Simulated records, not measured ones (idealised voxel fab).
Herein follows the process module entitled voxel transistor to metal.
The width of the displayed cross-section, cut, is 215 nm; its cells are square, with a size of 5 nm.
A cross-section in this document is a grid of square cells, and it is written down as bands, the top band listed before the ones below it; a band is made up of one or more rows of cells.
Read a band's entry like this: the first values are the height of its top and the height of its bottom in nm, and what follows is the sequence of materials from left to right, each with its width in nm. Note that "air" is empty space, and that a single material marked "all across" reaches across the band from edge to edge.
Note: height 0 marks the level under which the wafer is uniformly one material as received. Lowest band unbounded below, written "0 -> down".
A width such as "30..40" changes by the same amount from each row of cells to the next, from the band's top row to its bottom row.
Any step labelled "no alterations made" changed none of the cells in the cross-section.
"Enclosed void inventory" means: voids of 8 cells or more that are shut off from the top with no open way through. Written width x height at distance, distance from the left edge, in nm.
Text after the settings on a step's line: the simulator's own remark on that step.
overlay nm: mask offset rightward from planned place, masked step; negative means leftward offset.
If you're wondering how to read the rest of this, here's the deal. It's pairs of cross-sections: one from before a process step, one from after it. The after one is only drawn as far down as the lowest band that changed. Right under each pair you'll see which step sits between them and what its settings were. Don't read the pairs as one continuous story, though. They can come from different runs of this module on the same starting wafer, and a pair only carries on from the one above it where its entry headed "Ex-ante state" says so.
### Ex-ante state
- 0 -> down | Si all across
- Enclosed void inventory: none
### Resulting Structure
- 15 -> 0 | SiO2 all across
- Heights below 0 show no change.
- Enclosed void inventory: none
To go from the before cross-section above to the after cross-section, apply CONFORMAL_DEP: material SiO2, thk nm 15
Ex-ante state: look at the pair above, its after cross-section is where this step starts.
### Resulting Structure
- 30 -> 15 | SiN all across
- Heights below 15 show no change.
- Enclosed void inventory: none
To go from the before cross-section above to the after cross-section, apply CONFORMAL_DEP: material SiN, thk nm 15
Ex-ante state: look at the pair above, its after cross-section is where this step starts.
### Resulting Structure
- 45 -> 30 | aC all across
- Heights below 30 show no change.
- Enclosed void inventory: none
To go from the before cross-section above to the after cross-section, apply DIRECTIONAL_DEP: material aC, thk nm 15
Ex-ante state: look at the pair above, its after cross-section is where this step starts.
### Resulting Structure
- 80 -> 45 | air (45), resist (120), air (50)
- Heights below 45 show no change.
- Enclosed void inventory: none
To go from the before cross-section above to the after cross-section, apply PATTERN: tone cover, mask id ACTIVE, material resist, width nm 120, thk nm 35, overlay nm 0
Ex-ante state: look at the pair above, its after cross-section is where this step starts.
### Resulting Structure
- 65 -> 45 | air (45), resist (120), air (50)
- 45 -> 30 | air (45), aC (120), air (50)
- Heights below 30 show no change.
- Enclosed void inventory: none
To go from the before cross-section above to the after cross-section, apply DIRECTIONAL_ETCH: etch materials aC, depth nm 15
Ex-ante state: look at the pair above, its after cross-section is where this step starts.
### Resulting Structure
- 45 -> 30 | air (45), aC (120), air (50)
- Heights below 30 show no change.
- Enclosed void inventory: none
To go from the before cross-section above to the after cross-section, apply STRIP: etch materials resist
Ex-ante state: look at the pair above, its after cross-section is where this step starts.
### Resulting Structure
- 45 -> 30 | air (45), aC (120), air (50)
- 30 -> 15 | air (45), SiN (120), air (50)
- Heights below 15 show no change.
- Enclosed void inventory: none
To go from the before cross-section above to the after cross-section, apply DIRECTIONAL_ETCH: etch materials SiN, depth nm 15
Ex-ante state: look at the pair above, its after cross-section is where this step starts.
### Resulting Structure
- 45 -> 30 | air (45), aC (120), air (50)
- 30 -> 15 | air (45), SiN (120), air (50)
- 15 -> 10 | air (45), SiO2 (120), air (50)
- Heights below 10 show no change.
- Enclosed void inventory: none
To go from the before cross-section above to the after cross-section, apply DIRECTIONAL_ETCH: etch materials SiO2, depth nm 5
Ex-ante state: look at the pair above, its after cross-section is where this step starts.
### Resulting Structure
- 30 -> 15 | air (45), SiN (120), air (50)
- Heights below 15 show no change.
- Enclosed void inventory: none
To go from the before cross-section above to the after cross-section, apply STRIP: etch materials aC
Ex-ante state: look at the pair above, its after cross-section is where this step starts.
### Resulting Structure
- 45 -> 30 | SiO2 all across
- 30 -> 15 | SiO2 (45), SiN (120), SiO2 (50)
- 15 -> 0 | SiO2 all across
- Heights below 0 show no change.
- Enclosed void inventory: none
To go from the before cross-section above to the after cross-section, apply FILL_DEP: material SiO2, thk nm 15
Ex-ante state: look at the pair above, its after cross-section is where this step starts.
### Resulting Structure
- 20 -> 15 | SiO2 (45), SiN (120), SiO2 (50)
- Heights below 15 show no change.
- Enclosed void inventory: none
To go from the before cross-section above to the after cross-section, apply CMP: height nm 20
Ex-ante state: look at the pair above, its after cross-section is where this step starts.
### Resulting Structure
- 20 -> 15 | air (45), SiN (120), air (50)
- 15 -> 10 | air (50), SiO2 (110), air (55)
- Heights below 10 show no change.
- Enclosed void inventory: none
To go from the before cross-section above to the after cross-section, apply SELECTIVE_ETCH: etch materials SiO2, depth nm 10
Ex-ante state: look at the pair above, its after cross-section is where this step starts.
### Resulting Structure
- 15 -> 10 | air (50), SiO2 (110), air (55)
- Heights below 10 show no change.
- Enclosed void inventory: none
To go from the before cross-section above to the after cross-section, apply STRIP: etch materials SiN
Ex-ante state: look at the pair above, its after cross-section is where this step starts.
### Resulting Structure
- 10 -> 5 | air (55), SiO2 (100), air (60)
- Heights below 5 show no change.
- Enclosed void inventory: none
To go from the before cross-section above to the after cross-section, apply SELECTIVE_ETCH: etch materials SiO2, depth nm 5
Ex-ante state: look at the pair above, its after cross-section is where this step starts.
### Resulting Structure
- 35 -> 30 | air (55), polySi (100), air (60)
- 30 -> 10 | polySi all across
- 10 -> 5 | polySi (55), SiO2 (100), polySi (60)
- Heights below 5 show no change.
- Enclosed void inventory: none
To go from the before cross-section above to the after cross-section, apply DIRECTIONAL_DEP: material polySi, thk nm 25
Ex-ante state: look at the pair above, its after cross-section is where this step starts.
### Resulting Structure
- 45 -> 40 | air (55), SiCN (100), air (60)
- 40 -> 35 | SiCN all across
- 35 -> 30 | SiCN (55), polySi (100), SiCN (60)
- Heights below 30 show no change.
- Enclosed void inventory: none
To go from the before cross-section above to the after cross-section, apply DIRECTIONAL_DEP: material SiCN, thk nm 10
Ex-ante state: look at the pair above, its after cross-section is where this step starts.
### Resulting Structure
- 45 -> 35 | air (90), SiCN (30), air (95)
- 35 -> 30 | air (55), polySi (100), air (60)
- Heights below 30 show no change.
- Enclosed void inventory: none
To go from the before cross-section above to the after cross-section, apply MASKED_ETCH: tone cover, mask id GATE, width nm 30, etch materials SiCN, depth nm 20, overlay nm 0
Ex-ante state: look at the pair above, its after cross-section is where this step starts.
### Resulting Structure
- 45 -> 35 | air (90), SiCN (30), air (95)
- 35 -> 10 | air (90), polySi (30), air (95)
- 10 -> 5 | air (55), SiO2 (100), air (60)
- Heights below 5 show no change.
- Enclosed void inventory: none
To go from the before cross-section above to the after cross-section, apply MASKED_ETCH: tone cover, mask id GATE, width nm 30, etch materials polySi, depth nm 35, overlay nm 0
Ex-ante state: look at the pair above, its after cross-section is where this step starts.
### Resulting Structure
- 50 -> 45 | air (85), SiO2 (40), air (90)
- 45 -> 35 | air (85), SiO2 (5), SiCN (30), SiO2 (5), air (90)
- 35 -> 15 | air (85), SiO2 (5), polySi (30), SiO2 (5), air (90)
- 15 -> 10 | air (50), SiO2 (40), polySi (30), SiO2 (40), air (55)
- 10 -> 0 | SiO2 all across
- Heights below 0 show no change.
- Enclosed void inventory: none
To go from the before cross-section above to the after cross-section, apply CONFORMAL_DEP: material SiO2, thk nm 5
Ex-ante state: look at the pair above, its after cross-section is where this step starts.
### Resulting Structure
- 45 -> 35 | air (85), SiO2 (5), SiCN (30), SiO2 (5), air (90)
- 35 -> 10 | air (85), SiO2 (5), polySi (30), SiO2 (5), air (90)
- 10 -> 5 | air (50), SiO2 (110), air (55)
- Heights below 5 show no change.
- Enclosed void inventory: none
To go from the before cross-section above to the after cross-section, apply DIRECTIONAL_ETCH: etch materials SiO2, depth nm 5
Ex-ante state: look at the pair above, its after cross-section is where this step starts.
### Resulting Structure
- 55 -> 45 | air (75), SiN (60), air (80)
- 45 -> 35 | air (75), SiN (10), SiO2 (5), SiCN (30), SiO2 (5), SiN (10), air (80)
- 35 -> 20 | air (75), SiN (10), SiO2 (5), polySi (30), SiO2 (5), SiN (10), air (80)
- 20 -> 15 | air (40), SiN (45), SiO2 (5), polySi (30), SiO2 (5), SiN (45), air (45)
- 15 -> 10 | SiN (85), SiO2 (5), polySi (30), SiO2 (5), SiN (90)
- 10 -> 5 | SiN (50), SiO2 (110), SiN (55)
- Heights below 5 show no change.
- Enclosed void inventory: none
To go from the before cross-section above to the after cross-section, apply CONFORMAL_DEP: material SiN, thk nm 10
Ex-ante state: look at the pair above, its after cross-section is where this step starts.
### Resulting Structure
- 45 -> 35 | air (75), SiN (10), SiO2 (5), SiCN (30), SiO2 (5), SiN (10), air (80)
- 35 -> 10 | air (75), SiN (10), SiO2 (5), polySi (30), SiO2 (5), SiN (10), air (80)
- 10 -> 5 | air (40), SiN (10), SiO2 (110), SiN (10), air (45)
- Heights below 5 show no change.
- Enclosed void inventory: none
To go from the before cross-section above to the after cross-section, apply DIRECTIONAL_ETCH: etch materials SiN, depth nm 10
Ex-ante state: look at the pair above, its after cross-section is where this step starts.
### Resulting Structure
- 45 -> 40 | air (75), SiN (10), air (5), SiCN (30), air (5), SiN (10), air (80)
- 40 -> 35 | air (75), SiN (10), SiO2 (5), SiCN (30), SiO2 (5), SiN (10), air (80)
- 35 -> 10 | air (75), SiN (10), SiO2 (5), polySi (30), SiO2 (5), SiN (10), air (80)
- 10 -> 5 | air (40), SiN (10), air (25), SiO2 (60), air (25), SiN (10), air (45)
- 5 -> 0 | air (40), SiO2 (130), air (45)
- Heights below 0 show no change.
- Enclosed void inventory: none
To go from the before cross-section above to the after cross-section, apply DIRECTIONAL_ETCH: etch materials SiO2, depth nm 5
Ex-ante state: look at the pair above, its after cross-section is where this step starts.
### Resulting Structure
- 45 -> 40 | air (75), SiN (10), air (5), SiCN (30), air (5), SiN (10), air (80)
- 40 -> 35 | air (75), SiN (10), SiO2 (5), SiCN (30), SiO2 (5), SiN (10), air (80)
- 35 -> 10 | air (75), SiN (10), SiO2 (5), polySi (30), SiO2 (5), SiN (10), air (80)
- 10 -> 5 | air (40), SiN (10), air (25), SiO2 (60), air (25), SiN (10), air (45)
- 5 -> 0 | nSi (40), SiO2 (130), nSi (45)
- Heights below 0 show no change.
- Enclosed void inventory: none
To go from the before cross-section above to the after cross-section, apply EPI: material nSi, thk nm 5
Ex-ante state: look at the pair above, its after cross-section is where this step starts.
### Resulting Structure
- 55 -> 45 | SiO2 all across
- 45 -> 35 | SiO2 (75), SiN (10), SiO2 (5), SiCN (30), SiO2 (5), SiN (10), SiO2 (80)
- 35 -> 10 | SiO2 (75), SiN (10), SiO2 (5), polySi (30), SiO2 (5), SiN (10), SiO2 (80)
- 10 -> 5 | SiO2 (40), SiN (10), SiO2 (110), SiN (10), SiO2 (45)
- Heights below 5 show no change.
- Enclosed void inventory: none
To go from the before cross-section above to the after cross-section, apply FILL_DEP: material SiO2, thk nm 10
Ex-ante state: look at the pair above, its after cross-section is where this step starts.
### Resulting Structure
- 25 -> 10 | SiO2 (75), SiN (10), SiO2 (5), polySi (30), SiO2 (5), SiN (10), SiO2 (80)
- Heights below 10 show no change.
- Enclosed void inventory: none
To go from the before cross-section above to the after cross-section, apply CMP: height nm 25
Ex-ante state: look at the pair above, its after cross-section is where this step starts.
### Resulting Structure
- 25 -> 10 | SiO2 (75), SiN (10), SiO2 (5), air (30), SiO2 (5), SiN (10), SiO2 (80)
- Heights below 10 show no change.
- Enclosed void inventory: none
To go from the before cross-section above to the after cross-section, apply STRIP: etch materials polySi
Ex-ante state: look at the pair above, its after cross-section is where this step starts.
### Resulting Structure
- 25 -> 20 | air (75), SiN (10), air (40), SiN (10), air (80)
- 20 -> 10 | SiO2 (75), SiN (10), air (40), SiN (10), SiO2 (80)
- 10 -> 5 | SiO2 (40), SiN (10), SiO2 (35), air (40), SiO2 (35), SiN (10), SiO2 (45)
- Heights below 5 show no change.
- Enclosed void inventory: none
To go from the before cross-section above to the after cross-section, apply SELECTIVE_ETCH: etch materials SiO2, depth nm 5
Ex-ante state: look at the pair above, its after cross-section is where this step starts.
### Resulting Structure
- 30 -> 25 | air (70), HfO2 (20), air (30), HfO2 (20), air (75)
- 25 -> 20 | HfO2 (75), SiN (10), HfO2 (5), air (30), HfO2 (5), SiN (10), HfO2 (80)
- 20 -> 10 | SiO2 (75), SiN (10), HfO2 (5), air (30), HfO2 (5), SiN (10), SiO2 (80)
- 10 -> 5 | SiO2 (40), SiN (10), SiO2 (35), HfO2 (40), SiO2 (35), SiN (10), SiO2 (45)
- Heights below 5 show no change.
- Enclosed void inventory: none
To go from the before cross-section above to the after cross-section, apply CONFORMAL_DEP: material HfO2, thk nm 5
Ex-ante state: look at the pair above, its after cross-section is where this step starts.
### Resulting Structure
- 35 -> 30 | air (65), TiN (30), air (20), TiN (30), air (70)
- 30 -> 25 | TiN (70), HfO2 (20), TiN (5), air (20), TiN (5), HfO2 (20), TiN (75)
- 25 -> 20 | HfO2 (75), SiN (10), HfO2 (5), TiN (5), air (20), TiN (5), HfO2 (5), SiN (10), HfO2 (80)
- 20 -> 15 | SiO2 (75), SiN (10), HfO2 (5), TiN (5), air (20), TiN (5), HfO2 (5), SiN (10), SiO2 (80)
- 15 -> 10 | SiO2 (75), SiN (10), HfO2 (5), TiN (30), HfO2 (5), SiN (10), SiO2 (80)
- Heights below 10 show no change.
- Enclosed void inventory: none
To go from the before cross-section above to the after cross-section, apply CONFORMAL_DEP: material TiN, thk nm 5
Ex-ante state: look at the pair above, its after cross-section is where this step starts.
### Resulting Structure
- 45 -> 35 | W all across
- 35 -> 30 | W (65), TiN (30), W (20), TiN (30), W (70)
- 30 -> 25 | TiN (70), HfO2 (20), TiN (5), W (20), TiN (5), HfO2 (20), TiN (75)
- 25 -> 20 | HfO2 (75), SiN (10), HfO2 (5), TiN (5), W (20), TiN (5), HfO2 (5), SiN (10), HfO2 (80)
- 20 -> 15 | SiO2 (75), SiN (10), HfO2 (5), TiN (5), W (20), TiN (5), HfO2 (5), SiN (10), SiO2 (80)
- Heights below 15 show no change.
- Enclosed void inventory: none
To go from the before cross-section above to the after cross-section, apply FILL_DEP: material W, thk nm 10
Ex-ante state: look at the pair above, its after cross-section is where this step starts.
### Resulting Structure
- 20 -> 15 | SiO2 (75), SiN (10), HfO2 (5), TiN (5), W (20), TiN (5), HfO2 (5), SiN (10), SiO2 (80)
- Heights below 15 show no change.
- Enclosed void inventory: none
To go from the before cross-section above to the after cross-section, apply CMP: height nm 20
Ex-ante state: look at the pair above, its after cross-section is where this step starts.
### Resulting Structure
- 30 -> 20 | SiO2 all across
- Heights below 20 show no change.
- Enclosed void inventory: none
To go from the before cross-section above to the after cross-section, apply DIRECTIONAL_DEP: material SiO2, thk nm 10
Ex-ante state: look at the pair above, its after cross-section is where this step starts.
### Resulting Structure
- 50 -> 30 | resist (50), air (20), resist (70), air (20), resist (55)
- Heights below 30 show no change.
- Enclosed void inventory: none
To go from the before cross-section above to the after cross-section, apply PATTERN: tone open, mask id CONTACT, material resist, width nm 20, pitch nm 90, thk nm 20, overlay nm 0
Ex-ante state: look at the pair above, its after cross-section is where this step starts.
### Resulting Structure
- 50 -> 30 | resist (50), air (20), resist (70), air (20), resist (55)
- 30 -> 20 | SiO2 (50), air (20), SiO2 (70), air (20), SiO2 (55)
- 20 -> 15 | SiO2 (50), air (20), SiO2 (5), SiN (10), HfO2 (5), TiN (5), W (20), TiN (5), HfO2 (5), SiN (10), SiO2 (5), air (20), SiO2 (55)
- 15 -> 10 | SiO2 (50), air (20), SiO2 (5), SiN (10), HfO2 (5), TiN (30), HfO2 (5), SiN (10), SiO2 (5), air (20), SiO2 (55)
- 10 -> 5 | SiO2 (40), SiN (10), air (20), SiO2 (15), HfO2 (40), SiO2 (15), air (20), SiN (10), SiO2 (45)
- 5 -> 0 | nSi (40), SiO2 (10), air (20), SiO2 (70), air (20), SiO2 (10), nSi (45)
- Heights below 0 show no change.
- Enclosed void inventory: none
To go from the before cross-section above to the after cross-section, apply DIRECTIONAL_ETCH: etch materials SiO2, depth nm 30
Ex-ante state: look at the pair above, its after cross-section is where this step starts.
### Resulting Structure
- 30 -> 20 | SiO2 (50), air (20), SiO2 (70), air (20), SiO2 (55)
- Heights below 20 show no change.
- Enclosed void inventory: none
To go from the before cross-section above to the after cross-section, apply STRIP: etch materials resist
Ex-ante state: look at the pair above, its after cross-section is where this step starts.
### Resulting Structure
- 35 -> 30 | TiN (55), air (10), TiN (80), air (10), TiN (60)
- 30 -> 20 | SiO2 (50), TiN (5), air (10), TiN (5), SiO2 (70), TiN (5), air (10), TiN (5), SiO2 (55)
- 20 -> 15 | SiO2 (50), TiN (5), air (10), TiN (5), SiO2 (5), SiN (10), HfO2 (5), TiN (5), W (20), TiN (5), HfO2 (5), SiN (10), SiO2 (5), TiN (5), air (10), TiN (5), SiO2 (55)
- 15 -> 10 | SiO2 (50), TiN (5), air (10), TiN (5), SiO2 (5), SiN (10), HfO2 (5), TiN (30), HfO2 (5), SiN (10), SiO2 (5), TiN (5), air (10), TiN (5), SiO2 (55)
- 10 -> 5 | SiO2 (40), SiN (10), TiN (5), air (10), TiN (5), SiO2 (15), HfO2 (40), SiO2 (15), TiN (5), air (10), TiN (5), SiN (10), SiO2 (45)
- 5 -> 0 | nSi (40), SiO2 (10), TiN (20), SiO2 (70), TiN (20), SiO2 (10), nSi (45)
- Heights below 0 show no change.
- Enclosed void inventory: none
To go from the before cross-section above to the after cross-section, apply CONFORMAL_DEP: material TiN, thk nm 5
Ex-ante state: look at the pair above, its after cross-section is where this step starts.
### Resulting Structure
- 40 -> 35 | Ru all across
- 35 -> 30 | TiN (55), Ru (10), TiN (80), Ru (10), TiN (60)
- 30 -> 20 | SiO2 (50), TiN (5), Ru (10), TiN (5), SiO2 (70), TiN (5), Ru (10), TiN (5), SiO2 (55)
- 20 -> 15 | SiO2 (50), TiN (5), Ru (10), TiN (5), SiO2 (5), SiN (10), HfO2 (5), TiN (5), W (20), TiN (5), HfO2 (5), SiN (10), SiO2 (5), TiN (5), Ru (10), TiN (5), SiO2 (55)
- 15 -> 10 | SiO2 (50), TiN (5), Ru (10), TiN (5), SiO2 (5), SiN (10), HfO2 (5), TiN (30), HfO2 (5), SiN (10), SiO2 (5), TiN (5), Ru (10), TiN (5), SiO2 (55)
- 10 -> 5 | SiO2 (40), SiN (10), TiN (5), Ru (10), TiN (5), SiO2 (15), HfO2 (40), SiO2 (15), TiN (5), Ru (10), TiN (5), SiN (10), SiO2 (45)
- Heights below 5 show no change.
- Enclosed void inventory: none
To go from the before cross-section above to the after cross-section, apply FILL_DEP: material Ru, thk nm 5
Ex-ante state: look at the pair above, its after cross-section is where this step starts.
### Resulting Structure
- 30 -> 20 | SiO2 (50), TiN (5), Ru (10), TiN (5), SiO2 (70), TiN (5), Ru (10), TiN (5), SiO2 (55)
- Heights below 20 show no change.
- Enclosed void inventory: none
To go from the before cross-section above to the after cross-section, apply CMP: height nm 30
Ex-ante state: look at the pair above, its after cross-section is where this step starts.
### Resulting Structure
- 35 -> 30 | TiN all across
- Heights below 30 show no change.
- Enclosed void inventory: none
To go from the before cross-section above to the after cross-section, apply DIRECTIONAL_DEP: material TiN, thk nm 5
Ex-ante state: look at the pair above, its after cross-section is where this step starts.
### Resulting Structure
- 50 -> 35 | Ru all across
- Heights below 35 show no change.
- Enclosed void inventory: none
To go from the before cross-section above to the after cross-section, apply DIRECTIONAL_DEP: material Ru, thk nm 15
Ex-ante state: look at the pair above, its after cross-section is where this step starts.
### Resulting Structure
- 70 -> 50 | air (50), resist (20), air (70), resist (20), air (55)
- Heights below 50 show no change.
- Enclosed void inventory: none
To go from the before cross-section above to the after cross-section, apply PATTERN: tone cover, mask id METAL_1, material resist, width nm 20, pitch nm 90, thk nm 20, overlay nm 0
Ex-ante state: look at the pair above, its after cross-section is where this step starts.
### Resulting Structure
- 70 -> 50 | air (50), resist (20), air (70), resist (20), air (55)
- 50 -> 35 | air (50), Ru (20), air (70), Ru (20), air (55)
- Heights below 35 show no change.
- Enclosed void inventory: none
To go from the before cross-section above to the after cross-section, apply DIRECTIONAL_ETCH: etch materials Ru, depth nm 15
Ex-ante state: look at the pair above, its after cross-section is where this step starts.
### Resulting Structure
- 70 -> 50 | air (50), resist (20), air (70), resist (20), air (55)
- 50 -> 35 | air (50), Ru (20), air (70), Ru (20), air (55)
- 35 -> 30 | air (50), TiN (20), air (70), TiN (20), air (55)
- Heights below 30 show no change.
- Enclosed void inventory: none
To go from the before cross-section above to the after cross-section, apply DIRECTIONAL_ETCH: etch materials TiN, depth nm 5
Ex-ante state: look at the pair above, its after cross-section is where this step starts.
### Resulting Structure
- 50 -> 35 | air (50), Ru (20), air (70), Ru (20), air (55)
- Heights below 35 show no change.
- Enclosed void inventory: none
To go from the before cross-section above to the after cross-section, apply STRIP: etch materials resist
Ex-ante state: look at the pair above, its after cross-section is where this step starts.
### Resulting Structure
- 55 -> 50 | air (45), SiCN (30), air (60), SiCN (30), air (50)
- 50 -> 35 | air (45), SiCN (5), Ru (20), SiCN (5), air (60), SiCN (5), Ru (20), SiCN (5), air (50)
- 35 -> 30 | SiCN (50), TiN (20), SiCN (70), TiN (20), SiCN (55)
- Heights below 30 show no change.
- Enclosed void inventory: none
To go from the before cross-section above to the after cross-section, apply CONFORMAL_DEP: material SiCN, thk nm 5
Ex-ante state: look at the pair above, its after cross-section is where this step starts.
### Resulting Structure
- 60 -> 55 | SiO2 all across
- 55 -> 50 | SiO2 (45), SiCN (30), SiO2 (60), SiCN (30), SiO2 (50)
- 50 -> 35 | SiO2 (45), SiCN (5), Ru (20), SiCN (5), SiO2 (60), SiCN (5), Ru (20), SiCN (5), SiO2 (50)
- Heights below 35 show no change.
- Enclosed void inventory: none
To go from the before cross-section above to the after cross-section, apply FILL_DEP: material SiO2, thk nm 5
Ex-ante state: look at the pair above, its after cross-section is where this step starts.
### Resulting Structure
- 50 -> 35 | SiO2 (45), SiCN (5), Ru (20), SiCN (5), SiO2 (60), SiCN (5), Ru (20), SiCN (5), SiO2 (50)
- Heights below 35 show no change.
- Enclosed void inventory: none
To go from the before cross-section above to the after cross-section, apply CMP: height nm 50
Ex-ante state: look at the pair above, its after cross-section is where this step starts.
### Resulting Structure
- 55 -> 50 | SiN all across
- Heights below 50 show no change.
- Enclosed void inventory: none
To go from the before cross-section above to the after cross-section, apply CONFORMAL_DEP: material SiN, thk nm 5
### Ex-ante state
- 35 -> 20 | aC all across
- 20 -> 5 | SiN all across
- 5 -> 0 | SiO2 all across
- 0 -> down | Si all across
- Enclosed void inventory: none
### Resulting Structure
- 70 -> 35 | air (50), resist (115), air (50)
- Heights below 35 show no change.
- Enclosed void inventory: none
To go from the before cross-section above to the after cross-section, apply PATTERN: tone cover, mask id ACTIVE, material resist, width nm 115, thk nm 35, overlay nm 0
Ex-ante state: look at the pair above, its after cross-section is where this step starts.
### Resulting Structure
- 55 -> 35 | air (50), resist (115), air (50)
- 35 -> 20 | air (50), aC (115), air (50)
- Heights below 20 show no change.
- Enclosed void inventory: none
To go from the before cross-section above to the after cross-section, apply DIRECTIONAL_ETCH: etch materials aC, depth nm 15
Ex-ante state: look at the pair above, its after cross-section is where this step starts.
### Resulting Structure
- 35 -> 20 | air (50), aC (115), air (50)
- Heights below 20 show no change.
- Enclosed void inventory: none
To go from the before cross-section above to the after cross-section, apply STRIP: etch materials resist
Ex-ante state: look at the pair above, its after cross-section is where this step starts.
### Resulting Structure
- 35 -> 20 | air (50), aC (115), air (50)
- 20 -> 5 | air (50), SiN (115), air (50)
- Heights below 5 show no change.
- Enclosed void inventory: none
To go from the before cross-section above to the after cross-section, apply DIRECTIONAL_ETCH: etch materials SiN, depth nm 15
Ex-ante state: look at the pair above, its after cross-section is where this step starts.
### Resulting Structure
- 35 -> 20 | air (50), aC (115), air (50)
- 20 -> 5 | air (50), SiN (115), air (50)
- 5 -> 0 | air (50), SiO2 (115), air (50)
- Heights below 0 show no change.
- Enclosed void inventory: none
To go from the before cross-section above to the after cross-section, apply DIRECTIONAL_ETCH: etch materials SiO2, depth nm 5
Ex-ante state: look at the pair above, its after cross-section is where this step starts.
### Resulting Structure
- 35 -> 20 | air (50), aC (115), air (50)
- 20 -> 5 | air (50), SiN (115), air (50)
- 5 -> 0 | air (50), SiO2 (115), air (50)
- 0 -> -20 | air (50), Si (115), air (50)
- Heights below -20 show no change.
- Enclosed void inventory: none
To go from the before cross-section above to the after cross-section, apply DIRECTIONAL_ETCH: etch materials Si, depth nm 20
Ex-ante state: look at the pair above, its after cross-section is where this step starts.
### Resulting Structure
- 20 -> 5 | air (50), SiN (115), air (50)
- Heights below 5 show no change.
- Enclosed void inventory: none
To go from the before cross-section above to the after cross-section, apply STRIP: etch materials aC
Ex-ante state: look at the pair above, its after cross-section is where this step starts.
### Resulting Structure
- 20 -> 5 | air (50), SiN (115), air (50)
- 5 -> 0 | air (50), SiO2 (115), air (50)
- 0 -> -20 | air (50), SiO2 (5), Si (105), SiO2 (5), air (50)
- -20 -> -25 | SiO2 (55), Si (105), SiO2 (55)
- Heights below -25 show no change.
- Enclosed void inventory: none
To go from the before cross-section above to the after cross-section, apply OXIDIZE: depth nm 5
Ex-ante state: look at the pair above, its after cross-section is where this step starts.
### Resulting Structure
- 35 -> 20 | SiO2 all across
- 20 -> 5 | SiO2 (50), SiN (115), SiO2 (50)
- 5 -> 0 | SiO2 all across
- 0 -> -25 | SiO2 (55), Si (105), SiO2 (55)
- Heights below -25 show no change.
- Enclosed void inventory: none
To go from the before cross-section above to the after cross-section, apply FILL_DEP: material SiO2, thk nm 15
Ex-ante state: look at the pair above, its after cross-section is where this step starts.
### Resulting Structure
- 20 -> 5 | SiO2 (50), SiN (115), SiO2 (50)
- Heights below 5 show no change.
- Enclosed void inventory: none
To go from the before cross-section above to the after cross-section, apply CMP: height nm 20
Ex-ante state: look at the pair above, its after cross-section is where this step starts.
### Resulting Structure
- 20 -> 10 | air (50), SiN (115), air (50)
- Heights below 10 show no change.
- Enclosed void inventory: none
To go from the before cross-section above to the after cross-section, apply SELECTIVE_ETCH: etch materials SiO2, depth nm 10
Ex-ante state: look at the pair above, its after cross-section is where this step starts.
### Resulting Structure
- 10 -> 5 | SiO2 (50), air (115), SiO2 (50)
- Heights below 5 show no change.
- Enclosed void inventory: none
To go from the before cross-section above to the after cross-section, apply STRIP: etch materials SiN
Ex-ante state: look at the pair above, its after cross-section is where this step starts.
### Resulting Structure
- 5 -> 0 | SiO2 (45), air (125), SiO2 (45)
- Heights below 0 show no change.
- Enclosed void inventory: none
To go from the before cross-section above to the after cross-section, apply SELECTIVE_ETCH: etch materials SiO2, depth nm 5
Ex-ante state: look at the pair above, its after cross-section is where this step starts.
### Resulting Structure
- 5 -> 0 | SiO2 (45), air (125), SiO2 (45)
- 0 -> -5 | SiO2 all across
- Heights below -5 show no change.
- Enclosed void inventory: none
To go from the before cross-section above to the after cross-section, apply OXIDIZE: depth nm 5
Ex-ante state: look at the pair above, its after cross-section is where this step starts.
### Resulting Structure
- 30 -> 25 | polySi (45), air (125), polySi (45)
- 25 -> 5 | polySi all across
- 5 -> 0 | SiO2 (45), polySi (125), SiO2 (45)
- Heights below 0 show no change.
- Enclosed void inventory: none
To go from the before cross-section above to the after cross-section, apply DIRECTIONAL_DEP: material polySi, thk nm 25
Ex-ante state: look at the pair above, its after cross-section is where this step starts.
### Resulting Structure
- 40 -> 35 | SiCN (45), air (125), SiCN (45)
- 35 -> 30 | SiCN all across
- 30 -> 25 | polySi (45), SiCN (125), polySi (45)
- Heights below 25 show no change.
- Enclosed void inventory: none
To go from the before cross-section above to the after cross-section, apply DIRECTIONAL_DEP: material SiCN, thk nm 10
Ex-ante state: look at the pair above, its after cross-section is where this step starts.
### Resulting Structure
- 35 -> 30 | air (90), SiCN (30), air (95)
- 30 -> 25 | polySi (45), air (45), SiCN (30), air (50), polySi (45)
- Heights below 25 show no change.
- Enclosed void inventory: none
To go from the before cross-section above to the after cross-section, apply MASKED_ETCH: tone cover, mask id GATE, width nm 30, etch materials SiCN, depth nm 20, overlay nm 0
Ex-ante state: look at the pair above, its after cross-section is where this step starts.
### Resulting Structure
- 35 -> 25 | air (90), SiCN (30), air (95)
- 25 -> 5 | air (90), polySi (30), air (95)
- 5 -> 0 | SiO2 (45), air (45), polySi (30), air (50), SiO2 (45)
- Heights below 0 show no change.
- Enclosed void inventory: none
To go from the before cross-section above to the after cross-section, apply MASKED_ETCH: tone cover, mask id GATE, width nm 30, etch materials polySi, depth nm 35, overlay nm 0
Ex-ante state: look at the pair above, its after cross-section is where this step starts.
### Resulting Structure
- 40 -> 35 | air (85), SiO2 (40), air (90)
- 35 -> 25 | air (85), SiO2 (5), SiCN (30), SiO2 (5), air (90)
- 25 -> 10 | air (85), SiO2 (5), polySi (30), SiO2 (5), air (90)
- 10 -> 5 | SiO2 (50), air (35), SiO2 (5), polySi (30), SiO2 (5), air (40), SiO2 (50)
- 5 -> 0 | SiO2 (90), polySi (30), SiO2 (95)
- Heights below 0 show no change.
- Enclosed void inventory: none
To go from the before cross-section above to the after cross-section, apply CONFORMAL_DEP: material SiO2, thk nm 5
Ex-ante state: look at the pair above, its after cross-section is where this step starts.
### Resulting Structure
- 35 -> 25 | air (85), SiO2 (5), SiCN (30), SiO2 (5), air (90)
- 25 -> 5 | air (85), SiO2 (5), polySi (30), SiO2 (5), air (90)
- 5 -> 0 | SiO2 (50), air (35), SiO2 (5), polySi (30), SiO2 (5), air (40), SiO2 (50)
- Heights below 0 show no change.
- Enclosed void inventory: none
To go from the before cross-section above to the after cross-section, apply DIRECTIONAL_ETCH: etch materials SiO2, depth nm 5
